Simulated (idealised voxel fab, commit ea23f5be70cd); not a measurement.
voxel released beams: a process module
We display cut, a cross-section 165 nm in width whose square cells are each 5 nm.
Heads up, the way a cross-section reads in here is a grid of square cells, handed over as bands from the top down, with every band being one or more rows of cells.
Quick guide to a band line: top height, bottom height (nm) up front; then every material left to right with its width in nm. Only one material and it's marked "all across"? Then it fills the band edge to edge. And "empty" just means empty space.
Heights from 0 (as-received wafer is one material below). Bottom band endless downward, as "from 0 down".
Think of "30 to 40" as a width that walks from the first number to the second as you go down the band, top row to bottom row, taking equal-sized steps from row to row.
For the purposes of this document, the phrase "remains unaltered" attached to a step denotes that no cell within the cross-section was modified by that step.
Look at "Sealed void inventory" for the closed voids: empty spaces with no open path to the top, sized 8 cells or up. Each is width x height at distance, distance from the left edge, all nm.
Heads up: the bit after the settings on a step's line is the simulator's remark on that step.
You can add "overlay nm" to a step's line. For a step with a mask, it describes how far the mask lay to the right of its planned position, and a negative number describes a lay to the left.
[Listed below are the process steps as planned]
1,RECEIVE | material Si
2,CONFORMAL_DEP | material Al2O3 | thk nm 5
3,DIRECTIONAL_DEP | material SiO2 | thk nm 20
4,PATTERN | tone open | mask id ANCHOR | material resist | width nm 35 | thk nm 15 | overlay nm 0
5,DIRECTIONAL_ETCH | etch materials SiO2 | depth nm 20
6,STRIP | etch materials resist
7,CONFORMAL_DEP | material W | thk nm 10
8,DIRECTIONAL_DEP | material aC | thk nm 10
9,PATTERN | tone cover | mask id BEAM | material resist | width nm 120 | thk nm 30 | overlay nm 0
10,DIRECTIONAL_ETCH | etch materials aC | depth nm 10
11,STRIP | etch materials resist
12,DIRECTIONAL_ETCH | etch materials W | depth nm 10
13,STRIP | etch materials aC
14,STRIP | etch materials SiO2
[The cross-section here shows the wafer as received, i.e. in its state after step 1]
from 0 down = Si all across
Sealed void inventory: none
[First of two wafers: cross-section at end of module, run per plan]
from 35 to 25 = 20 empty, then 15 W, then 15 empty, then 90 W, then 25 empty
from 25 to 15 = 25 empty, then 10 W, then 15 empty, then 10 W, then 105 empty
from 15 to 5 = 25 empty, then 35 W, then 105 empty
from 5 to 0 = Al2O3 all across
from 0 down = Si all across
Sealed void inventory: none
[Same start, same plan as the first wafer - but one mistake in the run. Cross-section of the second of the two at the end of the module]
from 30 to 20 = 20 empty, then 15 W, then 15 empty, then 90 W, then 25 empty
from 20 to 10 = 25 empty, then 10 W, then 15 empty, then 10 W, then 105 empty
from 10 to 0 = 25 empty, then 35 W, then 105 empty
from 0 down = Si all across
Sealed void inventory: none
In executing the process, a mistake was made relative to the plan: no execution of plan step 2; skipped
Per the end-of-run cell counts, the second wafer holds more or fewer of some materials than the first: 33 fewer of Al2O3
